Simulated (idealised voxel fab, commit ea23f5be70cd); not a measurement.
voxel spacer lines: a process module
Xsec cut, 290 nm wide, square cell size 5 nm.
For the purposes of this document, a cross-section shall be understood as a grid of square cells, specified as bands listed in top-to-bottom order, each band consisting of one or more rows of cells. What a band's entry tells you: where the top is and where the bottom is, as heights in nm, and after that what lies inside, material by material from left to right, each with its width in nm. Empty space is written as the word "blank", and a single material marked with the word "everywhere" occupies the band from edge to edge. Basically, 0 is our baseline, since under it the wafer straight out of the box is all one material. The bottom band has no lower end and keeps on going down, so it looks like "from 0 down". Per-row width for "30->40": begins at first number (top row of band), ends at second number (bottom row), increment between rows held constant. No cell of the cross-section changed in a step that is given as "stayed the same". The label "Closed void register" introduces a list of the empty spaces, 8 cells or larger, that have no open way up to the top; each entry in it reads width x height at distance, where the distance is taken from the left edge and all three are stated in nm. Step line, after settings: the simulator's comment on this step. overlay nm: mask right of planned place by this much (step with mask). Neg. = left.
THE PROCESS STEPS THAT WERE PLANNED ARE LISTED BELOW
step 1: RECEIVE (material Si)
step 2: CONFORMAL_DEP (material Al2O3; thk nm 10)
step 3: DIRECTIONAL_DEP (material W; thk nm 10)
step 4: DIRECTIONAL_DEP (material polySi; thk nm 30)
step 5: PATTERN (tone cover; mask id MANDREL; material resist; width nm 20; pitch nm 60; thk nm 40; overlay nm 0)
step 6: DIRECTIONAL_ETCH (etch materials polySi; depth nm 30)
step 7: STRIP (etch materials resist)
step 8: CONFORMAL_DEP (material SiN; thk nm 10)
step 9: DIRECTIONAL_ETCH (etch materials SiN; depth nm 10)
step 10: STRIP (etch materials polySi)
step 11: DIRECTIONAL_ETCH (etch materials W; depth nm 10)
step 12: STRIP (etch materials SiN)
CROSS-SECTION, INCOMING MATERIAL, AFTER STEP 1
    from 0 down  Si everywhere
    Closed void register: none
POST-MODULE CROSS-SECTION OF THE FIRST OF TWO WAFERS (RUN PER PLAN)
    from 20 to 10  95 blank; 10 W; 20 blank; 10 W; 20 blank; 10 W; 20 blank; 10 W; 95 blank
    from 10 to 0  Al2O3 everywhere
    from 0 down  Si everywhere
    Closed void register: none
CROSS-SECTION AT END OF MODULE FOR THE SECOND WAFER OF TWO, WHICH MATCHED THE FIRST IN STARTING POINT AND PLAN AND DIFFERED BY ONE MISTAKE IN ITS PROCESSING
    from 20 to 10  100 blank; 10 W; 20 blank; 10 W; 20 blank; 10 W; 20 blank; 10 W; 90 blank
    from 10 to 0  Al2O3 everywhere
    from 0 down  Si everywhere
    Closed void register: none
Processing error: it should be noted that step 5 was executed with settings other than those planned, the operation and settings actually applied being PATTERN (tone cover; mask id MANDREL; material resist; width nm 20; pitch nm 60; thk nm 40; overlay nm 5)
At the end, the second wafer has the same number of cells of each material as the first, but those cells sit in other places.
